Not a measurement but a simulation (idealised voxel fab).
This is a process module. Its name is voxel wiring stack.
265 nm wide, 5 nm square cells: that's cross-section cut.
Cross-sections here: square-cell grids, written as top-down lists of bands, a band being one or more rows of cells. The band entry comprises the height of the band's top followed by the height of its bottom, expressed in nm, and subsequently the band's materials from left to right, each stated together with its width in nm. Where a single material is marked with the word "everywhere", that material fills the band from edge to edge. The word "blank" represents empty space. The reference from which all heights are counted is 0, the level beneath which the as-received wafer is entirely one material; the lowest band, having no lower bound, proceeds downward and is written after the example "0 nm and below". It should be noted that a width expressed as "30->40" varies in equal increments from row to row of cells within the band, taking the value of the first number at the top row and that of the second number at the bottom row. You'll sometimes find "nothing was modified" written for a step, and that's the way of saying that nowhere in the cross-section did a cell change during that step. What "Sealed voids" gives you is every empty space of 8 cells or more that is cut off from the top. Each appears as width x height at distance, with the distance taken from the left edge and width, height and distance all in nm. Formally, on a step line, whatever follows the settings is a remark that the simulator itself makes on the step. "overlay nm" answers the question of how far to the right of plan the mask lay on a step that has a mask, and when it is negative the answer is to the left.

# plan
step 1: RECEIVE | material Si
step 2: CONFORMAL_DEP | material SiO2 | thk nm 15
step 3: DIRECTIONAL_DEP | material TiN | thk nm 5
step 4: DIRECTIONAL_DEP | material Ru | thk nm 20
step 5: MASKED_ETCH | tone cover | mask id METAL_1 | width nm 30 | pitch nm 50 | etch materials Ru | depth nm 20 | overlay nm 0
step 6: MASKED_ETCH | tone cover | mask id METAL_1 | width nm 30 | pitch nm 50 | etch materials TiN | depth nm 5 | overlay nm 0
step 7: FILL_DEP | material SiO2 | thk nm 5
step 8: CMP | height nm 40
step 9: CONFORMAL_DEP | material SiCN | thk nm 5
step 10: DIRECTIONAL_DEP | material lowk | thk nm 15
step 11: MASKED_ETCH | tone open | mask id PLUG_1 | width nm 15 | pitch nm 100 | etch materials lowk | depth nm 15 | overlay nm 0
step 12: MASKED_ETCH | tone open | mask id PLUG_1 | width nm 15 | pitch nm 100 | etch materials SiCN | depth nm 5 | overlay nm 0
step 13: CONFORMAL_DEP | material TiN | thk nm 5
step 14: FILL_DEP | material Cu | thk nm 10
step 15: CMP | height nm 60
step 16: DIRECTIONAL_DEP | material TiN | thk nm 5
step 17: DIRECTIONAL_DEP | material Ru | thk nm 15
step 18: DIRECTIONAL_DEP | material aC | thk nm 15
step 19: PATTERN | tone cover | mask id METAL_2 | material resist | width nm 30 | pitch nm 50 | thk nm 30 | overlay nm 0
step 20: DIRECTIONAL_ETCH | etch materials aC | depth nm 15
step 21: STRIP | etch materials resist
step 22: DIRECTIONAL_ETCH | etch materials Ru | depth nm 15
step 23: DIRECTIONAL_ETCH | etch materials TiN | depth nm 5
step 24: STRIP | etch materials aC
step 25: CONFORMAL_DEP | material SiCN | thk nm 5
step 26: FILL_DEP | material lowk | thk nm 5
step 27: CMP | height nm 80
step 28: CONFORMAL_DEP | material SiCN | thk nm 5
step 29: DIRECTIONAL_DEP | material SiO2 | thk nm 15
step 30: MASKED_ETCH | tone open | mask id PLUG_2 | width nm 15 | pitch nm 100 | etch materials SiO2 | depth nm 15 | overlay nm 0
step 31: MASKED_ETCH | tone open | mask id PLUG_2 | width nm 15 | pitch nm 100 | etch materials SiCN | depth nm 5 | overlay nm 0
step 32: EPI | material Ru | thk nm 10
step 33: EPI | material Ru | thk nm 10
step 34: DIRECTIONAL_DEP | material TiN | thk nm 5
step 35: DIRECTIONAL_DEP | material Ru | thk nm 20
step 36: MASKED_ETCH | tone cover | mask id METAL_3 | width nm 30 | pitch nm 50 | etch materials Ru | depth nm 20 | overlay nm 0
step 37: MASKED_ETCH | tone cover | mask id METAL_3 | width nm 30 | pitch nm 50 | etch materials TiN | depth nm 5 | overlay nm 0
step 38: FILL_DEP | material SiO2 | thk nm 5
step 39: CMP | height nm 125
step 40: CONFORMAL_DEP | material SiCN | thk nm 5
step 41: DIRECTIONAL_DEP | material lowk | thk nm 15
step 42: MASKED_ETCH | tone open | mask id PLUG_3 | width nm 15 | pitch nm 50 | etch materials lowk | depth nm 15 | overlay nm 0
step 43: MASKED_ETCH | tone open | mask id PLUG_3 | width nm 15 | pitch nm 50 | etch materials SiCN | depth nm 5 | overlay nm 0
step 44: EPI | material Ru | thk nm 10
step 45: EPI | material Ru | thk nm 10
step 46: CONFORMAL_DEP | material SiN | thk nm 5
step 47: DIRECTIONAL_DEP | material lowk | thk nm 15
step 48: MASKED_ETCH | tone open | mask id METAL_4 | width nm 30 | pitch nm 50 | etch materials lowk | depth nm 15 | overlay nm 0
step 49: MASKED_ETCH | tone open | mask id METAL_4 | width nm 30 | pitch nm 50 | etch materials SiN | depth nm 5 | overlay nm 0
step 50: CONFORMAL_DEP | material TiN | thk nm 5
step 51: FILL_DEP | material Ru | thk nm 10
step 52: CMP | height nm 165
step 53: CONFORMAL_DEP | material SiCN | thk nm 5

# Cross-section of the incoming wafer, state after step 1
- 0 nm and below  Si everywhere
- Sealed voids: none

# Wafer cross-section at end of module: start and plan as shown above, one execution error
- 170 nm to 165 nm  SiCN everywhere
- 165 nm to 150 nm  lowk=40 / TiN=5 / Ru=20 / TiN=5 / lowk=20 / TiN=5 / Ru=20 / TiN=5 / lowk=20 / TiN=5 / Ru=20 / TiN=5 / lowk=20 / TiN=5 / Ru=20 / TiN=5 / lowk=45
- 150 nm to 145 nm  SiN=40 / TiN=30 / SiN=20 / TiN=30 / SiN=20 / TiN=30 / SiN=20 / TiN=30 / SiN=45
- 145 nm to 130 nm  lowk=40 / Ru=15 / lowk=35 / Ru=15 / lowk=35 / Ru=15 / lowk=35 / Ru=15 / lowk=60
- 130 nm to 125 nm  SiCN=40 / Ru=15 / SiCN=35 / Ru=15 / SiCN=35 / Ru=15 / SiCN=35 / Ru=15 / SiCN=60
- 125 nm to 105 nm  SiO2=40 / Ru=30 / SiO2=20 / Ru=30 / SiO2=20 / Ru=30 / SiO2=20 / Ru=30 / SiO2=45
- 105 nm to 100 nm  SiO2=40 / TiN=30 / SiO2=20 / TiN=30 / SiO2=20 / TiN=30 / SiO2=20 / TiN=30 / SiO2=45
- 100 nm to 85 nm  SiO2=35 / Ru=25 / SiO2=75 / Ru=25 / SiO2=105
- 85 nm to 80 nm  SiCN=40 / Ru=15 / SiCN=85 / Ru=15 / SiCN=110
- 80 nm to 65 nm  lowk=35 / SiCN=5 / Ru=30 / SiCN=5 / lowk=10 / SiCN=5 / Ru=30 / SiCN=5 / lowk=10 / SiCN=5 / Ru=30 / SiCN=5 / lowk=10 / SiCN=5 / Ru=30 / SiCN=5 / lowk=40
- 65 nm to 60 nm  SiCN=40 / TiN=30 / SiCN=20 / TiN=30 / SiCN=20 / TiN=30 / SiCN=20 / TiN=30 / SiCN=45
- 60 nm to 45 nm  lowk=40 / TiN=5 / Cu=5 / TiN=5 / lowk=85 / TiN=5 / Cu=5 / TiN=5 / lowk=110
- 45 nm to 40 nm  SiCN=40 / TiN=15 / SiCN=85 / TiN=15 / SiCN=110
- 40 nm to 20 nm  SiO2=40 / Ru=30 / SiO2=20 / Ru=30 / SiO2=20 / Ru=30 / SiO2=20 / Ru=30 / SiO2=45
- 20 nm to 15 nm  SiO2=40 / TiN=30 / SiO2=20 / TiN=30 / SiO2=20 / TiN=30 / SiO2=20 / TiN=30 / SiO2=45
- 15 nm to 0 nm  SiO2 everywhere
- 0 nm and below  Si everywhere
- Sealed voids: none
In executing the process, a mistake was made relative to the plan: step 30 ran with different settings than intended, the actual operation and settings being MASKED_ETCH | tone open | mask id PLUG_2 | width nm 25 | pitch nm 100 | etch materials SiO2 | depth nm 15 | overlay nm 0
